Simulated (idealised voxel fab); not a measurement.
The name of this process module is voxel released beams.
Section cut is 160 nm wide and gridded with 5 nm square cells.
Cross-section spec: square-cell grid; bands listed top down; each band is one or more rows.
Read a band's entry like this: the first values are the height of its top and the height of its bottom in nm, and what follows is the sequence of materials from left to right, each with its width in nm. Note that "empty" is empty space, and that a single material marked "throughout" reaches across the band from edge to edge.
Below 0: as-received wafer, all one material; heights counted from there. Lowest band: no bottom, goes on down, written "0..down".
With a width like "30->40", each row of cells in the band differs from the next by the same amount, the top row carrying the first number and the bottom row the second.
It should be understood that the words "no alteration", when stated for a given step, signify that the cross-section underwent no change in any of its cells during that step.
Basically, "Closed void list" tells you about the enclosed voids: empty spaces with no open way to the top, 8 cells or bigger, each written width x height at distance, where distance is from the left edge, all in nm.
If you see something after the settings on a step's line, that's the simulator's own remark about that step.
You can add "overlay nm" to a step's line. For a step with a mask, it describes how far the mask lay to the right of its planned position, and a negative number describes a lay to the left.
Process steps - plan:
1: RECEIVE: material Si
2: CONFORMAL_DEP: material SiN, thk nm 5
3: DIRECTIONAL_DEP: material SiO2, thk nm 15
4: DIRECTIONAL_DEP: material aC, thk nm 15
5: PATTERN: tone open, mask id ANCHOR, material resist, width nm 35, thk nm 35, overlay nm 0
6: DIRECTIONAL_ETCH: etch materials aC, depth nm 15
7: STRIP: etch materials resist
8: DIRECTIONAL_ETCH: etch materials SiO2, depth nm 15
9: STRIP: etch materials aC
10: CONFORMAL_DEP: material W, thk nm 15
11: PATTERN: tone cover, mask id BEAM, material resist, width nm 110, thk nm 15, overlay nm 0
12: DIRECTIONAL_ETCH: etch materials W, depth nm 15
13: STRIP: etch materials resist
14: STRIP: etch materials SiO2
What sets these wafers apart? The thk nm at step 2. They all start alike, and the plan carries the first wafer's value.
Cut through the first of several wafers as received, post step 1:
  0..down = Si throughout
  Closed void list: none
First of several wafers in cross-section at module end, following the final step, step 14:
  35..20 = empty (20) | W (20) | empty (5) | W (85) | empty (30)
  20..5 = empty (25) | W (35) | empty (100)
  5..0 = SiN throughout
  0..down = Si throughout
  Closed void list: none
Cross-section of the final wafer among several, taken at the end of the module:
  50..35 = empty (20) | W (20) | empty (5) | W (85) | empty (30)
  35..20 = empty (25) | W (35) | empty (100)
  20..0 = SiN throughout
  0..down = Si throughout
  Closed void list: none
Each row below is a wafer at the end of the module, listing for every material the number of cells it has gained (+) or lost (-) since it was received, followed by its closed voids:
thk nm 5; +32 SiN; +84 W; Closed void list: none
thk nm 10; +64 SiN; +84 W; Closed void list: none
thk nm 15; +96 SiN; +84 W; Closed void list: none
thk nm 20; +128 SiN; +84 W; Closed void list: none
